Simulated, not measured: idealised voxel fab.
A process module follows: voxel double patterning.
Pictured: cross-section cut, 265 nm wide, on a grid of 5 nm square cells.
For the purposes of this document, a cross-section shall be understood as a grid of square cells, specified as bands listed in top-to-bottom order, each band consisting of one or more rows of cells. Band entry format. Leading values: height of top, height of bottom, nm. Remainder: materials in left-to-right order, each with its width in nm. Special words: "all across" on a single material, which then fills the band edge to edge; "empty", empty space. Heights from 0 (as-received wafer is one material below). Bottom band endless downward, as "z 0 and below". The notation "30->40" denotes a width that varies across the rows of cells in the band, beginning at the first number in the top row, finishing at the second number in the bottom row, and changing by an identical amount from each row to the next. "no change occurred" -> step changed no cross-section cell. Each empty space that has no open way to the top and spans at least 8 cells appears under "Encapsulated voids" as width x height at distance, the distance counted from the left edge, all in nm. Post-settings text on a step line: simulator's own remark regarding the step. The setting "overlay nm" may be written on the line of a step. When the step uses a mask, the value reports how far to the right of the planned place the mask lay, and a negative value reports that it lay to the left.
**The planned process steps are enumerated hereunder**
1 RECEIVE [material Si]
2 CONFORMAL_DEP [material SiO2] [thk nm 10]
3 DIRECTIONAL_DEP [material W] [thk nm 20]
4 DIRECTIONAL_DEP [material SiCN] [thk nm 10]
5 DIRECTIONAL_DEP [material aC] [thk nm 10]
6 PATTERN [tone open] [mask id FIRST] [material resist] [width nm 15] [pitch nm 50] [thk nm 30] [overlay nm 0]
7 DIRECTIONAL_ETCH [etch materials aC] [depth nm 10]
8 STRIP [etch materials resist]
9 DIRECTIONAL_ETCH [etch materials SiCN] [depth nm 10]
10 STRIP [etch materials aC]
11 MASKED_ETCH [tone open] [mask id SECOND] [width nm 15] [etch materials SiCN] [depth nm 10] [overlay nm 0]
12 DIRECTIONAL_ETCH [etch materials W] [depth nm 20]
13 STRIP [etch materials SiCN]
**Wafer at receipt (post step 1), cross-section**
* z 0 and below: Si all across
* Encapsulated voids: none
**Post-module cross-section of the first of two wafers (run per plan)**
* z 30 to 10: 100 nm W / 15 nm empty / 10 nm W / 15 nm empty / 10 nm W / 15 nm empty / 100 nm W
* z 10 to 0: SiO2 all across
* z 0 and below: Si all across
* Encapsulated voids: none
**Wafer two (of two), end-of-module cross-section: start = wafer one, plan = wafer one, one run mistake**
* z 30 to 20: 100 nm W / 15 nm empty / 10 nm W / 15 nm empty / 10 nm W / 15 nm empty / 100 nm W
* z 20 to 10: W all across
* z 10 to 0: SiO2 all across
* z 0 and below: Si all across
* Encapsulated voids: none
Diagnosis: it should be noted that step 12 was executed with settings other than those planned, the operation and settings actually applied being DIRECTIONAL_ETCH [etch materials W] [depth nm 10]
Looking at both finished wafers in cells, the second ends up ahead of or behind the first on some materials: 18 more of W
